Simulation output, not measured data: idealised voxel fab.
Process module, titled voxel ribs on slabs
Section shown: cut. Width: 295 nm. Cell size: 5 nm, square.
If you're reading a cross-section in this doc, picture square cells in a grid; it comes to you as bands, top ones listed first down to the bottom, and a band can be one or more rows of cells. In this notation a band is specified by the heights of its top and bottom, in that order and in nm, after which its materials appear from left to right, each paired with its width in nm. The word "full width" attached to a single material means that material fills the band from edge to edge; the word "empty" stands for empty space. Counting heights begins at 0, where everything beneath is, in the wafer as received, one material. The lowest band has no bottom; it goes on downwards, as "top 0, no bottom" shows. So if you see something like "30->40" for the width, read it as the top row of the band sitting at the first number and the bottom row at the second, with every row in between moving by the same amount as the last. The designation "remained unchanged", where it is given for a processing step, indicates that no cell of the cross-section was altered in the course of that step. The label "Closed internal cavities" introduces a list of the empty spaces, 8 cells or larger, that have no open way up to the top; each entry in it reads width x height at distance, where the distance is taken from the left edge and all three are stated in nm. On each step's line, the part that comes after the settings is the simulator's own comment on the step. overlay nm, on a step with a mask: how far to the right of its planned place the mask lay; to the left if negative.
PLANNED PROCESS STEPS
| 1 | RECEIVE,material Si |
| 2 | DIRECTIONAL_DEP,material SiO2,thk nm 25 |
| 3 | DIRECTIONAL_DEP,material polySi,thk nm 15 |
| 4 | PATTERN,tone cover,mask id RIB,material resist,width nm 30,thk nm 15,overlay nm 0 |
| 5 | DIRECTIONAL_ETCH,etch materials polySi,depth nm 5 |
| 6 | STRIP,etch materials resist |
| 7 | MASKED_ETCH,tone cover,mask id SLAB,width nm 60,etch materials polySi,depth nm 10,overlay nm 0 |
| 8 | FILL_DEP,material SiO2,thk nm 20 |
| 9 | CMP,height nm 55 |
| 10 | DIRECTIONAL_DEP,material TiN,thk nm 5 |
| 11 | MASKED_ETCH,tone cover,mask id HEATER,width nm 40,etch materials TiN,depth nm 5,overlay nm 0 |
| 12 | CONFORMAL_DEP,material SiN,thk nm 5 |
DELIVERED WAFER IN CROSS-SECTION: STATE AFTER STEP 1
* top 0, no bottom  Si full width
* Closed internal cavities: none
WAFER AT MODULE END, IN SECTION. BEGAN AS ABOVE, PLANNED AS ABOVE, RUN WITH ONE MISTAKE
* top 65, bottom 60  SiN (130), then empty (30), then SiN (135)
* top 60, bottom 55  TiN (125), then SiN (40), then TiN (130)
* top 55, bottom 40  SiO2 full width
* top 40, bottom 35  SiO2 (130), then polySi (30), then SiO2 (135)
* top 35, bottom 25  SiO2 (115), then polySi (60), then SiO2 (120)
* top 25, bottom 0  SiO2 full width
* top 0, no bottom  Si full width
* Closed internal cavities: none
Where did the run depart from the plan? planned and actual differ for step 11; actual: MASKED_ETCH,tone open,mask id HEATER,width nm 40,etch materials TiN,depth nm 5,overlay nm 0
